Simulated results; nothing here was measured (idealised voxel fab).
process module | voxel wiring stack
cross-section cut | 185 nm wide | cells 5 nm
A cross-section is a grid of square cells, given in bands from the top down. A band is one or more rows of cells.
Each band's line starts with the height of the band's top and of its bottom, in nm. Then come its materials from left to right, each with its width in nm. One material with "throughout" fills the band from edge to edge. "air" is empty space.
Height 0 is the level under which the wafer as received is all one material. The lowest band goes on downwards, as in "0 down".
A width such as "30 to 40" changes by the same amount from each row of cells to the next, from the band's top row to its bottom row.
"no change" after a step means that no cell of the cross-section changed.
closed voids: empty space of 8 cells or more with no open way to the top, each as width x height at its distance from the left edge, in nm
after a step's settings: what the simulator itself notes on the step
overlay nm, on a step with a mask: how far to the right of its planned place the mask lay; to the left if negative
plan
1 op RECEIVE | material Si
2 op CONFORMAL_DEP | material SiO2 | thk nm 15
3 op DIRECTIONAL_DEP | material TiN | thk nm 5
4 op DIRECTIONAL_DEP | material W | thk nm 15
5 op PATTERN | tone cover | mask id METAL_1 | material resist | width nm 20 | pitch nm 45 | thk nm 20 | overlay nm 0
6 op DIRECTIONAL_ETCH | etch materials W | depth nm 15
7 op DIRECTIONAL_ETCH | etch materials TiN | depth nm 5
8 op STRIP | etch materials resist
9 op CONFORMAL_DEP | material SiN | thk nm 5
10 op FILL_DEP | material lowk | thk nm 5
11 op CMP | height nm 35
12 op CONFORMAL_DEP | material SiCN | thk nm 5
13 op DIRECTIONAL_DEP | material SiO2 | thk nm 35
14 op MASKED_ETCH | tone open | mask id METAL_2 | width nm 20 | pitch nm 45 | etch materials SiO2 | depth nm 20 | overlay nm 0
15 op DIRECTIONAL_DEP | material aC | thk nm 15
16 op PATTERN | tone open | mask id METAL_2_HOLES | material resist | width nm 15 | pitch nm 45 | thk nm 35 | overlay nm 0
17 op DIRECTIONAL_ETCH | etch materials aC | depth nm 15
18 op STRIP | etch materials resist
19 op DIRECTIONAL_ETCH | etch materials SiO2 | depth nm 15
20 op DIRECTIONAL_ETCH | etch materials SiCN | depth nm 5
21 op STRIP | etch materials aC
22 op CONFORMAL_DEP | material TiN | thk nm 5
23 op FILL_DEP | material Cu | thk nm 5
24 op CMP | height nm 75
25 op CONFORMAL_DEP | material SiCN | thk nm 5
26 op DIRECTIONAL_DEP | material lowk | thk nm 10
27 op PATTERN | tone open | mask id PLUG_2 | material resist | width nm 15 | thk nm 20 | overlay nm 0
28 op DIRECTIONAL_ETCH | etch materials lowk | depth nm 10
29 op DIRECTIONAL_ETCH | etch materials SiCN | depth nm 5
30 op STRIP | etch materials resist
31 op CONFORMAL_DEP | material TiN | thk nm 5
32 op FILL_DEP | material W | thk nm 5
33 op CMP | height nm 90
34 op CONFORMAL_DEP | material SiCN | thk nm 5
35 op DIRECTIONAL_DEP | material SiO2 | thk nm 25
36 op PATTERN | tone open | mask id METAL_3 | material resist | width nm 20 | pitch nm 45 | thk nm 20 | overlay nm 0
37 op DIRECTIONAL_ETCH | etch materials SiO2 | depth nm 25
38 op DIRECTIONAL_ETCH | etch materials SiCN | depth nm 5
39 op STRIP | etch materials resist
40 op CONFORMAL_DEP | material TiN | thk nm 5
41 op FILL_DEP | material Cu | thk nm 10
42 op CMP | height nm 120
43 op CONFORMAL_DEP | material SiCN | thk nm 5
44 op DIRECTIONAL_DEP | material lowk | thk nm 10
45 op PATTERN | tone open | mask id PLUG_3 | material resist | width nm 15 | pitch nm 45 | thk nm 15 | overlay nm 0
46 op DIRECTIONAL_ETCH | etch materials lowk | depth nm 10
47 op DIRECTIONAL_ETCH | etch materials SiCN | depth nm 5
48 op STRIP | etch materials resist
49 op EPI | material Ru | thk nm 10
50 op EPI | material Ru | thk nm 5
51 op DIRECTIONAL_DEP | material TiN | thk nm 5
52 op DIRECTIONAL_DEP | material W | thk nm 25
53 op MASKED_ETCH | tone cover | mask id METAL_4 | width nm 20 | pitch nm 45 | etch materials W | depth nm 25 | overlay nm 0
54 op MASKED_ETCH | tone cover | mask id METAL_4 | width nm 20 | pitch nm 45 | etch materials TiN | depth nm 5 | overlay nm 0
55 op CONFORMAL_DEP | material SiN | thk nm 5
56 op FILL_DEP | material SiO2 | thk nm 10
57 op CMP | height nm 165
58 op CONFORMAL_DEP | material SiN | thk nm 5
as received, after step 1
  0 down: Si throughout
  closed voids: none
first wafer at the end, as planned
  170 to 165: SiN throughout
  165 to 140: SiO2 55 | SiN 5 | W 20 | SiN 5 | SiO2 15 | SiN 5 | W 20 | SiN 5 | SiO2 55
  140 to 135: SiN 60 | TiN 20 | SiN 25 | TiN 20 | SiN 60
  135 to 125: lowk 60 | Ru 15 | lowk 30 | Ru 15 | lowk 65
  125 to 120: SiCN 60 | Ru 15 | SiCN 30 | Ru 15 | SiCN 65
  120 to 95: SiO2 60 | TiN 5 | Cu 10 | TiN 5 | SiO2 25 | TiN 5 | Cu 10 | TiN 5 | SiO2 60
  95 to 90: SiCN 60 | TiN 20 | SiCN 25 | TiN 20 | SiCN 60
  90 to 80: lowk 60 | TiN 5 | W 5 | TiN 5 | lowk 110
  80 to 75: SiCN 60 | TiN 15 | SiCN 110
  75 to 60: SiO2 60 | TiN 5 | Cu 10 | TiN 5 | SiO2 25 | TiN 5 | Cu 10 | TiN 5 | SiO2 60
  60 to 55: SiO2 60 | TiN 5 | Cu 5 | TiN 10 | SiO2 25 | TiN 5 | Cu 5 | TiN 10 | SiO2 60
  55 to 40: SiO2 60 | TiN 5 | Cu 5 | TiN 5 | SiO2 30 | TiN 5 | Cu 5 | TiN 5 | SiO2 65
  40 to 35: SiCN 60 | TiN 15 | SiCN 30 | TiN 15 | SiCN 65
  35 to 20: lowk 55 | SiN 5 | W 20 | SiN 5 | lowk 15 | SiN 5 | W 20 | SiN 5 | lowk 55
  20 to 15: SiN 60 | TiN 20 | SiN 25 | TiN 20 | SiN 60
  15 to 0: SiO2 throughout
  0 down: Si throughout
  closed voids: none
second wafer at the end: like start, like plan, one mistake
  170 to 165: SiN throughout
  165 to 140: SiO2 55 | SiN 5 | W 20 | SiN 5 | SiO2 15 | SiN 5 | W 20 | SiN 5 | SiO2 55
  140 to 135: SiN 60 | TiN 20 | SiN 25 | TiN 20 | SiN 60
  135 to 125: lowk 60 | Ru 15 | lowk 30 | Ru 15 | lowk 65
  125 to 120: SiCN 60 | Ru 15 | SiCN 30 | Ru 15 | SiCN 65
  120 to 95: SiO2 60 | TiN 5 | Cu 10 | TiN 5 | SiO2 25 | TiN 5 | Cu 10 | TiN 5 | SiO2 60
  95 to 90: SiCN 60 | TiN 20 | SiCN 25 | TiN 20 | SiCN 60
  90 to 80: lowk 60 | TiN 5 | W 5 | TiN 5 | lowk 110
  80 to 75: SiCN 60 | TiN 15 | SiCN 110
  75 to 40: SiO2 throughout
  40 to 35: SiCN throughout
  35 to 20: lowk 55 | SiN 5 | W 20 | SiN 5 | lowk 15 | SiN 5 | W 20 | SiN 5 | lowk 55
  20 to 15: SiN 60 | TiN 20 | SiN 25 | TiN 20 | SiN 60
  15 to 0: SiO2 throughout
  0 down: Si throughout
  closed voids: none
what went wrong: step 13 was run twice
at the end the second wafer has, in cells: 20 fewer of Cu | 6 more of SiCN | 50 more of SiO2 | 36 fewer of TiN
